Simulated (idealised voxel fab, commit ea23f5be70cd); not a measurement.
process module | voxel ribs on slabs
cross-section cut | 150 nm wide | cells 5 nm
A cross-section is a grid of square cells, given in bands from the top down. A band is one or more rows of cells.
Each band's line starts with the height of the band's top and of its bottom, in nm. Then come its materials from left to right, each with its width in nm. One material with "throughout" fills the band from edge to edge. "air" is empty space.
Height 0 is the level under which the wafer as received is all one material. The lowest band goes on downwards, as in "0 down".
A width such as "30 to 40" changes by the same amount from each row of cells to the next, from the band's top row to its bottom row.
"no change" after a step means that no cell of the cross-section changed.
closed voids: empty space of 8 cells or more with no open way to the top, each as width x height at its distance from the left edge, in nm
after a step's settings: what the simulator itself notes on the step
overlay nm, on a step with a mask: how far to the right of its planned place the mask lay; to the left if negative
plan
1 op RECEIVE | material Si
2 op DIRECTIONAL_DEP | material SiO2 | thk nm 25
3 op DIRECTIONAL_DEP | material SiN | thk nm 15
4 op PATTERN | tone cover | mask id RIB | material resist | width nm 15 | thk nm 15 | overlay nm 0
5 op DIRECTIONAL_ETCH | etch materials SiN | depth nm 10
6 op STRIP | etch materials resist
7 op MASKED_ETCH | tone cover | mask id SLAB | width nm 45 | etch materials SiN | depth nm 5 | overlay nm 0
8 op FILL_DEP | material SiO2 | thk nm 15
9 op CMP | height nm 50
10 op DIRECTIONAL_DEP | material TiN | thk nm 5
11 op PATTERN | tone cover | mask id HEATER | material resist | width nm 25 | thk nm 20 | overlay nm 0
12 op DIRECTIONAL_ETCH | etch materials TiN | depth nm 5
13 op STRIP | etch materials resist
14 op CONFORMAL_DEP | material SiN | thk nm 5
varied across the wafers: width nm of step 7. The plan shows the first wafer's value. All wafers start alike
first wafer as received, after step 1
  0 down: Si throughout
  closed voids: none
each wafer at the end: cells of each material gained (+) or lost (-) since it was received, then its closed voids
width nm 45 | +47 SiN | +285 SiO2 | +5 TiN | closed voids: none
width nm 50 | +48 SiN | +284 SiO2 | +5 TiN | closed voids: none
width nm 55 | +49 SiN | +283 SiO2 | +5 TiN | closed voids: none
width nm 60 | +50 SiN | +282 SiO2 | +5 TiN | closed voids: none
width nm 65 | +51 SiN | +281 SiO2 | +5 TiN | closed voids: none
width nm 70 | +52 SiN | +280 SiO2 | +5 TiN | closed voids: none
